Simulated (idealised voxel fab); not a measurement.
Proc. module: voxel self aligned contacts
Shown is cross-section cut, with a width of 240 nm and square cells of size 5 nm.
Throughout this document, each cross-section is represented as a grid of square cells and is presented as a sequence of bands enumerated from the top downward, where a band comprises one or more rows of cells. It is stipulated that each band's entry specify, in nanometres, the height of the top of the band and then that of its bottom, followed by the materials of the band in left-to-right sequence, each together with its width in nanometres. A single material marked by the word "throughout" is understood to fill the band from edge to edge; the word "air" is understood to denote empty space. Convention: height 0 is the level below which the wafer, as received, is all one material. The lowest band does not terminate at the bottom but continues downward, represented as "0 down". It should be noted that a width expressed as "30->40" varies in equal increments from row to row of cells within the band, taking the value of the first number at the top row and that of the second number at the bottom row. Basically "left unchanged" means that step didn't change any cell in the cross-section. The entry "Sealed voids" lists the empty spaces that cover at least 8 cells and have no open path to the top. Each is written as width x height at distance, where the distance is measured from the left edge and all three values are in nm. Step line, after settings: the simulator's comment on this step. overlay nm: mask offset rightward from planned place, masked step; negative means leftward offset.
[plan]
1) RECEIVE (material Si)
2) OXIDIZE (depth nm 5)
3) DIRECTIONAL_DEP (material polySi; thk nm 20)
4) DIRECTIONAL_DEP (material SiN; thk nm 20)
5) DIRECTIONAL_DEP (material aC; thk nm 10)
6) PATTERN (tone cover; mask id GATE; material resist; width nm 35; pitch nm 75; thk nm 25; overlay nm 0)
7) DIRECTIONAL_ETCH (etch materials aC; depth nm 10)
8) STRIP (etch materials resist)
9) DIRECTIONAL_ETCH (etch materials SiN; depth nm 20)
10) DIRECTIONAL_ETCH (etch materials polySi; depth nm 20)
11) STRIP (etch materials aC)
12) CONFORMAL_DEP (material SiN; thk nm 10)
13) DIRECTIONAL_ETCH (etch materials SiN; depth nm 10)
14) FILL_DEP (material SiO2; thk nm 10)
15) CMP (height nm 45)
16) MASKED_ETCH (tone open; mask id CONTACT; width nm 50; etch materials SiO2; depth nm 50; overlay nm 0)
17) CONFORMAL_DEP (material TiN; thk nm 5)
18) FILL_DEP (material Ru; thk nm 5)
19) CMP (height nm 45)
20) CONFORMAL_DEP (material SiCN; thk nm 5)
Variable across wafers: step 16 width nm (plan value is that of the first wafer; starting state common to all).
[After step 1, as received: first of several wafers, cross-section]
* 0 down = Si throughout
* Sealed voids: none
[Per-wafer rows below. For each material: cells gained (+) or lost (-) since the wafer was received, as of end of module. Then: closed voids]
width nm 50 | +18 Ru | -48 Si | +48 SiCN | +120 SiN | +258 SiO2 | +28 TiN | +56 polySi | Sealed voids: none
width nm 55 | +18 Ru | -48 Si | +48 SiCN | +120 SiN | +257 SiO2 | +29 TiN | +56 polySi | Sealed voids: none
width nm 60 | +18 Ru | -48 Si | +48 SiCN | +120 SiN | +256 SiO2 | +30 TiN | +56 polySi | Sealed voids: none
width nm 65 | +18 Ru | -48 Si | +48 SiCN | +120 SiN | +255 SiO2 | +31 TiN | +56 polySi | Sealed voids: none
width nm 70 | +18 Ru | -48 Si | +48 SiCN | +120 SiN | +254 SiO2 | +32 TiN | +56 polySi | Sealed voids: none
width nm 75 | +18 Ru | -48 Si | +48 SiCN | +120 SiN | +253 SiO2 | +33 TiN | +56 polySi | Sealed voids: none
